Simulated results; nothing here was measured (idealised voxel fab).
process module | voxel wiring stack
cross-section cut | 240 nm wide | cells 5 nm
A cross-section is a grid of square cells, given in bands from the top down. A band is one or more rows of cells.
Each band's line starts with the height of the band's top and of its bottom, in nm. Then come its materials from left to right, each with its width in nm. One material with "throughout" fills the band from edge to edge. "air" is empty space.
Height 0 is the level under which the wafer as received is all one material. The lowest band goes on downwards, as in "0 down".
A width such as "30 to 40" changes by the same amount from each row of cells to the next, from the band's top row to its bottom row.
"no change" after a step means that no cell of the cross-section changed.
closed voids: empty space of 8 cells or more with no open way to the top, each as width x height at its distance from the left edge, in nm
after a step's settings: what the simulator itself notes on the step
overlay nm, on a step with a mask: how far to the right of its planned place the mask lay; to the left if negative
Each pair below shows a cross-section before one step and the cross-section after it, down to the lowest band that changed. The line under each pair gives the step between them, with its settings. The pairs can come from different runs of this module on the same starting wafer, so a pair continues from the pair above only where its "before" says so.
before
  110 to 105: TiN 65 | air 20 | TiN 25 | air 20 | TiN 25 | air 20 | TiN 65
  105 to 85: SiO2 60 | TiN 5 | air 20 | TiN 5 | SiO2 15 | TiN 5 | air 20 | TiN 5 | SiO2 15 | TiN 5 | air 20 | TiN 5 | SiO2 60
  85 to 80: SiCN 60 | TiN 30 | SiCN 15 | TiN 30 | SiCN 15 | TiN 30 | SiCN 60
  80 to 70: lowk 60 | Ru 15 | lowk 75 | Ru 15 | lowk 75
  70 to 65: SiCN 60 | Ru 15 | SiCN 75 | Ru 15 | SiCN 75
  65 to 50: lowk 65 | W 30 | lowk 15 | W 30 | lowk 15 | W 30 | lowk 55
  50 to 45: lowk 65 | TiN 30 | lowk 15 | TiN 30 | lowk 15 | TiN 30 | lowk 55
  45 to 35: SiO2 60 | TiN 5 | W 5 | TiN 5 | SiO2 30 | TiN 5 | W 5 | TiN 5 | SiO2 30 | TiN 5 | W 5 | TiN 5 | SiO2 75
  35 to 30: SiCN 60 | TiN 15 | SiCN 30 | TiN 15 | SiCN 30 | TiN 15 | SiCN 75
  30 to 15: lowk 60 | TiN 5 | Cu 20 | TiN 5 | lowk 15 | TiN 5 | Cu 20 | TiN 5 | lowk 15 | TiN 5 | Cu 20 | TiN 5 | lowk 60
  15 to 10: SiN 60 | TiN 30 | SiN 15 | TiN 30 | SiN 15 | TiN 30 | SiN 60
  10 to 0: SiO2 throughout
  0 down: Si throughout
  closed voids: none
after
  120 to 110: Cu throughout
  110 to 105: TiN 65 | Cu 20 | TiN 25 | Cu 20 | TiN 25 | Cu 20 | TiN 65
  105 to 85: SiO2 60 | TiN 5 | Cu 20 | TiN 5 | SiO2 15 | TiN 5 | Cu 20 | TiN 5 | SiO2 15 | TiN 5 | Cu 20 | TiN 5 | SiO2 60
  below 85: unchanged
  closed voids: none
the step between: op FILL_DEP | material Cu | thk nm 10
before: the cross-section after the pair above
after
  105 to 85: SiO2 60 | TiN 5 | Cu 20 | TiN 5 | SiO2 15 | TiN 5 | Cu 20 | TiN 5 | SiO2 15 | TiN 5 | Cu 20 | TiN 5 | SiO2 60
  below 85: unchanged
  closed voids: none
the step between: op CMP | height nm 105
before: the cross-section after the pair above
after
  110 to 105: SiCN throughout
  below 105: unchanged
  closed voids: none
the step between: op CONFORMAL_DEP | material SiCN | thk nm 5
before: the cross-section after the pair above
after
  145 to 110: lowk throughout
  below 110: unchanged
  closed voids: none
the step between: op DIRECTIONAL_DEP | material lowk | thk nm 35
before: the cross-section after the pair above
after
  145 to 125: lowk 60 | air 30 | lowk 15 | air 30 | lowk 15 | air 30 | lowk 60
  below 125: unchanged
  closed voids: none
the step between: op MASKED_ETCH | tone open | mask id METAL_4 | width nm 30 | pitch nm 45 | etch materials lowk | depth nm 20 | overlay nm 0
before: the cross-section after the pair above
after
  145 to 125: lowk 60 | air 30 | lowk 15 | air 30 | lowk 15 | air 30 | lowk 60
  125 to 110: lowk 60 | air 15 | lowk 30 | air 15 | lowk 30 | air 15 | lowk 75
  below 110: unchanged
  closed voids: none
the step between: op MASKED_ETCH | tone open | mask id METAL_4_HOLES | width nm 15 | pitch nm 45 | etch materials lowk | depth nm 15 | overlay nm 0
before: the cross-section after the pair above
after
  145 to 125: lowk 60 | air 30 | lowk 15 | air 30 | lowk 15 | air 30 | lowk 60
  125 to 110: lowk 60 | air 15 | lowk 30 | air 15 | lowk 30 | air 15 | lowk 75
  110 to 105: SiCN 60 | air 15 | SiCN 30 | air 15 | SiCN 30 | air 15 | SiCN 75
  below 105: unchanged
  closed voids: none
the step between: op MASKED_ETCH | tone open | mask id METAL_4_HOLES | width nm 15 | pitch nm 45 | etch materials SiCN | depth nm 5 | overlay nm 0
before: the cross-section after the pair above
after
  150 to 145: TiN 65 | air 20 | TiN 25 | air 20 | TiN 25 | air 20 | TiN 65
  145 to 130: lowk 60 | TiN 5 | air 20 | TiN 5 | lowk 15 | TiN 5 | air 20 | TiN 5 | lowk 15 | TiN 5 | air 20 | TiN 5 | lowk 60
  130 to 125: lowk 60 | TiN 5 | air 5 | TiN 20 | lowk 15 | TiN 5 | air 5 | TiN 20 | lowk 15 | TiN 5 | air 5 | TiN 20 | lowk 60
  125 to 110: lowk 60 | TiN 5 | air 5 | TiN 5 | lowk 30 | TiN 5 | air 5 | TiN 5 | lowk 30 | TiN 5 | air 5 | TiN 5 | lowk 75
  110 to 105: SiCN 60 | TiN 15 | SiCN 30 | TiN 15 | SiCN 30 | TiN 15 | SiCN 75
  below 105: unchanged
  closed voids: none
the step between: op CONFORMAL_DEP | material TiN | thk nm 5
before: the cross-section after the pair above
after
  155 to 150: Cu throughout
  150 to 145: TiN 65 | Cu 20 | TiN 25 | Cu 20 | TiN 25 | Cu 20 | TiN 65
  145 to 130: lowk 60 | TiN 5 | Cu 20 | TiN 5 | lowk 15 | TiN 5 | Cu 20 | TiN 5 | lowk 15 | TiN 5 | Cu 20 | TiN 5 | lowk 60
  130 to 125: lowk 60 | TiN 5 | Cu 5 | TiN 20 | lowk 15 | TiN 5 | Cu 5 | TiN 20 | lowk 15 | TiN 5 | Cu 5 | TiN 20 | lowk 60
  125 to 110: lowk 60 | TiN 5 | Cu 5 | TiN 5 | lowk 30 | TiN 5 | Cu 5 | TiN 5 | lowk 30 | TiN 5 | Cu 5 | TiN 5 | lowk 75
  below 110: unchanged
  closed voids: none
the step between: op FILL_DEP | material Cu | thk nm 5
before: the cross-section after the pair above
after
  145 to 130: lowk 60 | TiN 5 | Cu 20 | TiN 5 | lowk 15 | TiN 5 | Cu 20 | TiN 5 | lowk 15 | TiN 5 | Cu 20 | TiN 5 | lowk 60
  below 130: unchanged
  closed voids: none
the step between: op CMP | height nm 145
before: the cross-section after the pair above
after
  150 to 145: SiN throughout
  below 145: unchanged
  closed voids: none
the step between: op CONFORMAL_DEP | material SiN | thk nm 5
before
  35 to 30: SiCN throughout
  30 to 15: lowk 60 | TiN 5 | Cu 20 | TiN 5 | lowk 15 | TiN 5 | Cu 20 | TiN 5 | lowk 15 | TiN 5 | Cu 20 | TiN 5 | lowk 60
  15 to 10: SiN 60 | TiN 30 | SiN 15 | TiN 30 | SiN 15 | TiN 30 | SiN 60
  10 to 0: SiO2 throughout
  0 down: Si throughout
  closed voids: none
after
  45 to 35: W throughout
  below 35: unchanged
  closed voids: none
the step between: op DIRECTIONAL_DEP | material W | thk nm 10
before: the cross-section after the pair above
after
  65 to 45: resist 60 | air 15 | resist 30 | air 15 | resist 30 | air 15 | resist 75
  below 45: unchanged
  closed voids: none
the step between: op PATTERN | tone open | mask id PLUG_1 | material resist | width nm 15 | pitch nm 45 | thk nm 20 | overlay nm 0
before: the cross-section after the pair above
after
  45 to 35: W throughout
  below 35: unchanged
  closed voids: none
the step between: op STRIP | etch materials resist
before: the cross-section after the pair above
after
  50 to 45: TiN throughout
  below 45: unchanged
  closed voids: none
the step between: op CONFORMAL_DEP | material TiN | thk nm 5
before: the cross-section after the pair above
after
  55 to 50: W throughout
  below 50: unchanged
  closed voids: none
the step between: op FILL_DEP | material W | thk nm 5
before: the cross-section after the pair above
after
  45 to 35: W throughout
  below 35: unchanged
  closed voids: none
the step between: op CMP | height nm 45
before: the cross-section after the pair above
after
  50 to 45: TiN throughout
  below 45: unchanged
  closed voids: none
the step between: op DIRECTIONAL_DEP | material TiN | thk nm 5
before: the cross-section after the pair above
after
  65 to 50: W throughout
  below 50: unchanged
  closed voids: none
the step between: op DIRECTIONAL_DEP | material W | thk nm 15
before: the cross-section after the pair above
after
  85 to 65: air 60 | resist 30 | air 15 | resist 30 | air 15 | resist 30 | air 60
  below 65: unchanged
  closed voids: none
the step between: op PATTERN | tone cover | mask id METAL_2 | material resist | width nm 30 | pitch nm 45 | thk nm 20 | overlay nm 0
before: the cross-section after the pair above
after
  85 to 65: air 60 | resist 30 | air 15 | resist 30 | air 15 | resist 30 | air 60
  65 to 50: air 60 | W 30 | air 15 | W 30 | air 15 | W 30 | air 60
  below 50: unchanged
  closed voids: none
the step between: op DIRECTIONAL_ETCH | etch materials W | depth nm 15
before: the cross-section after the pair above
after
  85 to 65: air 60 | resist 30 | air 15 | resist 30 | air 15 | resist 30 | air 60
  65 to 50: air 60 | W 30 | air 15 | W 30 | air 15 | W 30 | air 60
  50 to 45: air 60 | TiN 30 | air 15 | TiN 30 | air 15 | TiN 30 | air 60
  below 45: unchanged
  closed voids: none
the step between: op DIRECTIONAL_ETCH | etch materials TiN | depth nm 5
before: the cross-section after the pair above
after
  65 to 50: air 60 | W 30 | air 15 | W 30 | air 15 | W 30 | air 60
  below 50: unchanged
  closed voids: none
the step between: op STRIP | etch materials resist
before: the cross-section after the pair above
after
  75 to 65: lowk throughout
  65 to 50: lowk 60 | W 30 | lowk 15 | W 30 | lowk 15 | W 30 | lowk 60
  50 to 45: lowk 60 | TiN 30 | lowk 15 | TiN 30 | lowk 15 | TiN 30 | lowk 60
  below 45: unchanged
  closed voids: none
the step between: op FILL_DEP | material lowk | thk nm 10
before: the cross-section after the pair above
after
  65 to 50: lowk 60 | W 30 | lowk 15 | W 30 | lowk 15 | W 30 | lowk 60
  below 50: unchanged
  closed voids: none
the step between: op CMP | height nm 65
before: the cross-section after the pair above
after
  70 to 65: SiCN throughout
  below 65: unchanged
  closed voids: none
the step between: op CONFORMAL_DEP | material SiCN | thk nm 5
before: the cross-section after the pair above
after
  80 to 70: lowk throughout
  below 70: unchanged
  closed voids: none
the step between: op DIRECTIONAL_DEP | material lowk | thk nm 10
before: the cross-section after the pair above
after
  95 to 80: resist 60 | air 15 | resist 75 | air 15 | resist 75
  below 80: unchanged
  closed voids: none
the step between: op PATTERN | tone open | mask id PLUG_2 | material resist | width nm 15 | pitch nm 90 | thk nm 15 | overlay nm 0
before: the cross-section after the pair above
after
  95 to 80: resist 60 | air 15 | resist 75 | air 15 | resist 75
  80 to 70: lowk 60 | air 15 | lowk 75 | air 15 | lowk 75
  below 70: unchanged
  closed voids: none
the step between: op DIRECTIONAL_ETCH | etch materials lowk | depth nm 10
before: the cross-section after the pair above
after
  95 to 80: resist 60 | air 15 | resist 75 | air 15 | resist 75
  80 to 70: lowk 60 | air 15 | lowk 75 | air 15 | lowk 75
  70 to 65: SiCN 60 | air 15 | SiCN 75 | air 15 | SiCN 75
  below 65: unchanged
  closed voids: none
the step between: op DIRECTIONAL_ETCH | etch materials SiCN | depth nm 5
before: the cross-section after the pair above
after
  80 to 70: lowk 60 | air 15 | lowk 75 | air 15 | lowk 75
  below 70: unchanged
  closed voids: none
the step between: op STRIP | etch materials resist
before: the cross-section after the pair above
after
  80 to 75: lowk 60 | air 15 | lowk 75 | air 15 | lowk 75
  75 to 70: lowk 60 | Ru 15 | lowk 75 | Ru 15 | lowk 75
  70 to 65: SiCN 60 | Ru 15 | SiCN 75 | Ru 15 | SiCN 75
  below 65: unchanged
  closed voids: none
the step between: op EPI | material Ru | thk nm 10
before: the cross-section after the pair above
after
  80 to 70: lowk 60 | Ru 15 | lowk 75 | Ru 15 | lowk 75
  below 70: unchanged
  closed voids: none
the step between: op EPI | material Ru | thk nm 5
before: the cross-section after the pair above
after
  85 to 80: SiCN throughout
  below 80: unchanged
  closed voids: none
the step between: op CONFORMAL_DEP | material SiCN | thk nm 5
before: the cross-section after the pair above
after
  105 to 85: SiO2 throughout
  below 85: unchanged
  closed voids: none
the step between: op DIRECTIONAL_DEP | material SiO2 | thk nm 20
before: the cross-section after the pair above
after
  105 to 85: SiO2 60 | air 30 | SiO2 15 | air 30 | SiO2 15 | air 30 | SiO2 60
  below 85: unchanged
  closed voids: none
the step between: op MASKED_ETCH | tone open | mask id METAL_3 | width nm 30 | pitch nm 45 | etch materials SiO2 | depth nm 20 | overlay nm 0
before: the cross-section after the pair above
after
  105 to 85: SiO2 60 | air 30 | SiO2 15 | air 30 | SiO2 15 | air 30 | SiO2 60
  85 to 80: SiCN 60 | air 30 | SiCN 15 | air 30 | SiCN 15 | air 30 | SiCN 60
  below 80: unchanged
  closed voids: none
the step between: op MASKED_ETCH | tone open | mask id METAL_3 | width nm 30 | pitch nm 45 | etch materials SiCN | depth nm 5 | overlay nm 0
before: the cross-section after the pair above
after
  110 to 105: TiN 65 | air 20 | TiN 25 | air 20 | TiN 25 | air 20 | TiN 65
  105 to 85: SiO2 60 | TiN 5 | air 20 | TiN 5 | SiO2 15 | TiN 5 | air 20 | TiN 5 | SiO2 15 | TiN 5 | air 20 | TiN 5 | SiO2 60
  85 to 80: SiCN 60 | TiN 30 | SiCN 15 | TiN 30 | SiCN 15 | TiN 30 | SiCN 60
  below 80: unchanged
  closed voids: none
the step between: op CONFORMAL_DEP | material TiN | thk nm 5
before: the cross-section after the pair above
after
  120 to 110: Cu throughout
  110 to 105: TiN 65 | Cu 20 | TiN 25 | Cu 20 | TiN 25 | Cu 20 | TiN 65
  105 to 85: SiO2 60 | TiN 5 | Cu 20 | TiN 5 | SiO2 15 | TiN 5 | Cu 20 | TiN 5 | SiO2 15 | TiN 5 | Cu 20 | TiN 5 | SiO2 60
  below 85: unchanged
  closed voids: none
the step between: op FILL_DEP | material Cu | thk nm 10
before: the cross-section after the pair above
after
  105 to 85: SiO2 60 | TiN 5 | Cu 20 | TiN 5 | SiO2 15 | TiN 5 | Cu 20 | TiN 5 | SiO2 15 | TiN 5 | Cu 20 | TiN 5 | SiO2 60
  below 85: unchanged
  closed voids: none
the step between: op CMP | height nm 105
before: the cross-section after the pair above
after
  110 to 105: SiCN throughout
  below 105: unchanged
  closed voids: none
the step between: op CONFORMAL_DEP | material SiCN | thk nm 5
before: the cross-section after the pair above
after
  145 to 110: lowk throughout
  below 110: unchanged
  closed voids: none
the step between: op DIRECTIONAL_DEP | material lowk | thk nm 35
before: the cross-section after the pair above
after
  145 to 125: lowk 60 | air 30 | lowk 15 | air 30 | lowk 15 | air 30 | lowk 60
  below 125: unchanged
  closed voids: none
the step between: op MASKED_ETCH | tone open | mask id METAL_4 | width nm 30 | pitch nm 45 | etch materials lowk | depth nm 20 | overlay nm 0
before: the cross-section after the pair above
after
  145 to 125: lowk 60 | air 30 | lowk 15 | air 30 | lowk 15 | air 30 | lowk 60
  125 to 110: lowk 60 | air 15 | lowk 30 | air 15 | lowk 30 | air 15 | lowk 75
  below 110: unchanged
  closed voids: none
the step between: op MASKED_ETCH | tone open | mask id METAL_4_HOLES | width nm 15 | pitch nm 45 | etch materials lowk | depth nm 15 | overlay nm 0
before: the cross-section after the pair above
after
  145 to 125: lowk 60 | air 30 | lowk 15 | air 30 | lowk 15 | air 30 | lowk 60
  125 to 110: lowk 60 | air 15 | lowk 30 | air 15 | lowk 30 | air 15 | lowk 75
  110 to 105: SiCN 60 | air 15 | SiCN 30 | air 15 | SiCN 30 | air 15 | SiCN 75
  below 105: unchanged
  closed voids: none
the step between: op MASKED_ETCH | tone open | mask id METAL_4_HOLES | width nm 15 | pitch nm 45 | etch materials SiCN | depth nm 5 | overlay nm 0
before: the cross-section after the pair above
after
  150 to 145: TiN 65 | air 20 | TiN 25 | air 20 | TiN 25 | air 20 | TiN 65
  145 to 130: lowk 60 | TiN 5 | air 20 | TiN 5 | lowk 15 | TiN 5 | air 20 | TiN 5 | lowk 15 | TiN 5 | air 20 | TiN 5 | lowk 60
  130 to 125: lowk 60 | TiN 5 | air 5 | TiN 20 | lowk 15 | TiN 5 | air 5 | TiN 20 | lowk 15 | TiN 5 | air 5 | TiN 20 | lowk 60
  125 to 110: lowk 60 | TiN 5 | air 5 | TiN 5 | lowk 30 | TiN 5 | air 5 | TiN 5 | lowk 30 | TiN 5 | air 5 | TiN 5 | lowk 75
  110 to 105: SiCN 60 | TiN 15 | SiCN 30 | TiN 15 | SiCN 30 | TiN 15 | SiCN 75
  below 105: unchanged
  closed voids: none
the step between: op CONFORMAL_DEP | material TiN | thk nm 5
before: the cross-section after the pair above
after
  155 to 150: Cu throughout
  150 to 145: TiN 65 | Cu 20 | TiN 25 | Cu 20 | TiN 25 | Cu 20 | TiN 65
  145 to 130: lowk 60 | TiN 5 | Cu 20 | TiN 5 | lowk 15 | TiN 5 | Cu 20 | TiN 5 | lowk 15 | TiN 5 | Cu 20 | TiN 5 | lowk 60
  130 to 125: lowk 60 | TiN 5 | Cu 5 | TiN 20 | lowk 15 | TiN 5 | Cu 5 | TiN 20 | lowk 15 | TiN 5 | Cu 5 | TiN 20 | lowk 60
  125 to 110: lowk 60 | TiN 5 | Cu 5 | TiN 5 | lowk 30 | TiN 5 | Cu 5 | TiN 5 | lowk 30 | TiN 5 | Cu 5 | TiN 5 | lowk 75
  below 110: unchanged
  closed voids: none
the step between: op FILL_DEP | material Cu | thk nm 5
before: the cross-section after the pair above
after
  145 to 130: lowk 60 | TiN 5 | Cu 20 | TiN 5 | lowk 15 | TiN 5 | Cu 20 | TiN 5 | lowk 15 | TiN 5 | Cu 20 | TiN 5 | lowk 60
  below 130: unchanged
  closed voids: none
the step between: op CMP | height nm 145
before: the cross-section after the pair above
after
  150 to 145: SiN throughout
  below 145: unchanged
  closed voids: none
the step between: op CONFORMAL_DEP | material SiN | thk nm 5
before
  105 to 85: SiO2 throughout
  85 to 80: SiCN throughout
  80 to 70: lowk 60 | Ru 15 | lowk 75 | Ru 15 | lowk 75
  70 to 65: SiCN 60 | Ru 15 | SiCN 75 | Ru 15 | SiCN 75
  65 to 50: lowk 60 | W 30 | lowk 15 | W 30 | lowk 15 | W 30 | lowk 60
  50 to 45: lowk 60 | TiN 30 | lowk 15 | TiN 30 | lowk 15 | TiN 30 | lowk 60
  45 to 35: SiO2 60 | TiN 5 | W 5 | TiN 5 | SiO2 30 | TiN 5 | W 5 | TiN 5 | SiO2 30 | TiN 5 | W 5 | TiN 5 | SiO2 75
  35 to 30: SiCN 60 | TiN 15 | SiCN 30 | TiN 15 | SiCN 30 | TiN 15 | SiCN 75
  30 to 15: lowk 60 | TiN 5 | Cu 20 | TiN 5 | lowk 15 | TiN 5 | Cu 20 | TiN 5 | lowk 15 | TiN 5 | Cu 20 | TiN 5 | lowk 60
  15 to 10: SiN 60 | TiN 30 | SiN 15 | TiN 30 | SiN 15 | TiN 30 | SiN 60
  10 to 0: SiO2 throughout
  0 down: Si throughout
  closed voids: none
after
  105 to 85: air 60 | SiO2 30 | air 15 | SiO2 30 | air 15 | SiO2 30 | air 60
  below 85: unchanged
  closed voids: none
the step between: op MASKED_ETCH | tone cover | mask id METAL_3 | width nm 30 | pitch nm 45 | etch materials SiO2 | depth nm 20 | overlay nm 0
before: the cross-section after the pair above
after
  110 to 105: air 55 | TiN 40 | air 5 | TiN 40 | air 5 | TiN 40 | air 55
  105 to 90: air 55 | TiN 5 | SiO2 30 | TiN 5 | air 5 | TiN 5 | SiO2 30 | TiN 5 | air 5 | TiN 5 | SiO2 30 | TiN 5 | air 55
  90 to 85: TiN 60 | SiO2 30 | TiN 15 | SiO2 30 | TiN 15 | SiO2 30 | TiN 60
  below 85: unchanged
  closed voids: none
the step between: op CONFORMAL_DEP | material TiN | thk nm 5
before: the cross-section after the pair above
after
  120 to 110: Cu throughout
  110 to 105: Cu 55 | TiN 40 | Cu 5 | TiN 40 | Cu 5 | TiN 40 | Cu 55
  105 to 90: Cu 55 | TiN 5 | SiO2 30 | TiN 5 | Cu 5 | TiN 5 | SiO2 30 | TiN 5 | Cu 5 | TiN 5 | SiO2 30 | TiN 5 | Cu 55
  below 90: unchanged
  closed voids: none
the step between: op FILL_DEP | material Cu | thk nm 10
before: the cross-section after the pair above
after
  105 to 90: Cu 55 | TiN 5 | SiO2 30 | TiN 5 | Cu 5 | TiN 5 | SiO2 30 | TiN 5 | Cu 5 | TiN 5 | SiO2 30 | TiN 5 | Cu 55
  below 90: unchanged
  closed voids: none
the step between: op CMP | height nm 105
before: the cross-section after the pair above
after
  110 to 105: SiCN throughout
  below 105: unchanged
  closed voids: none
the step between: op CONFORMAL_DEP | material SiCN | thk nm 5
before: the cross-section after the pair above
after
  145 to 110: lowk throughout
  below 110: unchanged
  closed voids: none
the step between: op DIRECTIONAL_DEP | material lowk | thk nm 35
before: the cross-section after the pair above
after
  145 to 125: lowk 60 | air 30 | lowk 15 | air 30 | lowk 15 | air 30 | lowk 60
  below 125: unchanged
  closed voids: none
the step between: op MASKED_ETCH | tone open | mask id METAL_4 | width nm 30 | pitch nm 45 | etch materials lowk | depth nm 20 | overlay nm 0
before: the cross-section after the pair above
after
  145 to 125: lowk 60 | air 30 | lowk 15 | air 30 | lowk 15 | air 30 | lowk 60
  125 to 110: lowk 60 | air 15 | lowk 30 | air 15 | lowk 30 | air 15 | lowk 75
  below 110: unchanged
  closed voids: none
the step between: op MASKED_ETCH | tone open | mask id METAL_4_HOLES | width nm 15 | pitch nm 45 | etch materials lowk | depth nm 15 | overlay nm 0
before: the cross-section after the pair above
after
  145 to 125: lowk 60 | air 30 | lowk 15 | air 30 | lowk 15 | air 30 | lowk 60
  125 to 110: lowk 60 | air 15 | lowk 30 | air 15 | lowk 30 | air 15 | lowk 75
  110 to 105: SiCN 60 | air 15 | SiCN 30 | air 15 | SiCN 30 | air 15 | SiCN 75
  below 105: unchanged
  closed voids: none
the step between: op MASKED_ETCH | tone open | mask id METAL_4_HOLES | width nm 15 | pitch nm 45 | etch materials SiCN | depth nm 5 | overlay nm 0
before: the cross-section after the pair above
after
  150 to 145: TiN 65 | air 20 | TiN 25 | air 20 | TiN 25 | air 20 | TiN 65
  145 to 130: lowk 60 | TiN 5 | air 20 | TiN 5 | lowk 15 | TiN 5 | air 20 | TiN 5 | lowk 15 | TiN 5 | air 20 | TiN 5 | lowk 60
  130 to 125: lowk 60 | TiN 5 | air 5 | TiN 20 | lowk 15 | TiN 5 | air 5 | TiN 20 | lowk 15 | TiN 5 | air 5 | TiN 20 | lowk 60
  125 to 110: lowk 60 | TiN 5 | air 5 | TiN 5 | lowk 30 | TiN 5 | air 5 | TiN 5 | lowk 30 | TiN 5 | air 5 | TiN 5 | lowk 75
  110 to 105: SiCN 60 | TiN 15 | SiCN 30 | TiN 15 | SiCN 30 | TiN 15 | SiCN 75
  below 105: unchanged
  closed voids: none
the step between: op CONFORMAL_DEP | material TiN | thk nm 5
before: the cross-section after the pair above
after
  155 to 150: Cu throughout
  150 to 145: TiN 65 | Cu 20 | TiN 25 | Cu 20 | TiN 25 | Cu 20 | TiN 65
  145 to 130: lowk 60 | TiN 5 | Cu 20 | TiN 5 | lowk 15 | TiN 5 | Cu 20 | TiN 5 | lowk 15 | TiN 5 | Cu 20 | TiN 5 | lowk 60
  130 to 125: lowk 60 | TiN 5 | Cu 5 | TiN 20 | lowk 15 | TiN 5 | Cu 5 | TiN 20 | lowk 15 | TiN 5 | Cu 5 | TiN 20 | lowk 60
  125 to 110: lowk 60 | TiN 5 | Cu 5 | TiN 5 | lowk 30 | TiN 5 | Cu 5 | TiN 5 | lowk 30 | TiN 5 | Cu 5 | TiN 5 | lowk 75
  below 110: unchanged
  closed voids: none
the step between: op FILL_DEP | material Cu | thk nm 5
before: the cross-section after the pair above
after
  145 to 130: lowk 60 | TiN 5 | Cu 20 | TiN 5 | lowk 15 | TiN 5 | Cu 20 | TiN 5 | lowk 15 | TiN 5 | Cu 20 | TiN 5 | lowk 60
  below 130: unchanged
  closed voids: none
the step between: op CMP | height nm 145
before: the cross-section after the pair above
after
  150 to 145: SiN throughout
  below 145: unchanged
  closed voids: none
the step between: op CONFORMAL_DEP | material SiN | thk nm 5
